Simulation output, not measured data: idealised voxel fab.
Module name: voxel lift off (process module)
In the cross-section labelled cut, the width is 180 nm and each square cell is 5 nm.
Cross-section = grid of square cells, listed top down in bands; band = one or more rows. Heads up on the band format: heights come first, top then bottom, in nm. After that it's the materials left to right, each with its width in nm. A single material flagged "everywhere" fills the whole band edge to edge, and "blank" means there's empty space there. Height 0 is the level under which the wafer as received is all one material. The lowest band goes on downwards, as in "0 and below". The width entry "30..40" should be interpreted row by row: the top row of cells in the band takes the first number, the bottom row takes the second number, and the change between adjacent rows is uniform throughout. Where the words "remained unchanged" appear for a step, the cross-section shows no cell changed by that step; every cell remained as before. Empty spaces without an open route to the top, at least 8 cells in extent, make up the entry "Closed internal voids"; each is given as width x height at distance, where the distance is measured from the left edge, and all are in nm. Whatever follows a step's settings on its line is a remark the simulator itself makes about that step. overlay nm: where the mask lay relative to plan, measured to the right, on steps with a mask; negatives go left.

[These are the steps we planned for the process]
| 1 | RECEIVE | material Si |
| 2 | CONFORMAL_DEP | material Al2O3 | thk nm 10 |
| 3 | PATTERN | tone open | mask id LINES | material resist | width nm 20 | pitch nm 40 | thk nm 20 | overlay nm 0 |
| 4 | DIRECTIONAL_DEP | material Ru | thk nm 10 |
| 5 | STRIP | etch materials resist |
| 6 | CONFORMAL_DEP | material SiN | thk nm 10 |

[Cross-section, incoming material, after step 1]
- 0 and below: Si everywhere
- Closed internal voids: none

[The plan above was carried out on the starting structure above with one mistake, and this cross-section shows the wafer at the end of the module]
- 30 down to 20: blank: 10 | SiN: 165 | blank: 5
- 20 down to 10: SiN: 20 | Ru: 25 | SiN: 15 | Ru: 25 | SiN: 15 | Ru: 25 | SiN: 15 | Ru: 25 | SiN: 15
- 10 down to 0: Al2O3 everywhere
- 0 and below: Si everywhere
- Closed internal voids: none
What was done differently from what was planned? contrary to plan, step 3 was performed as PATTERN | tone open | mask id LINES | material resist | width nm 25 | pitch nm 40 | thk nm 20 | overlay nm 0
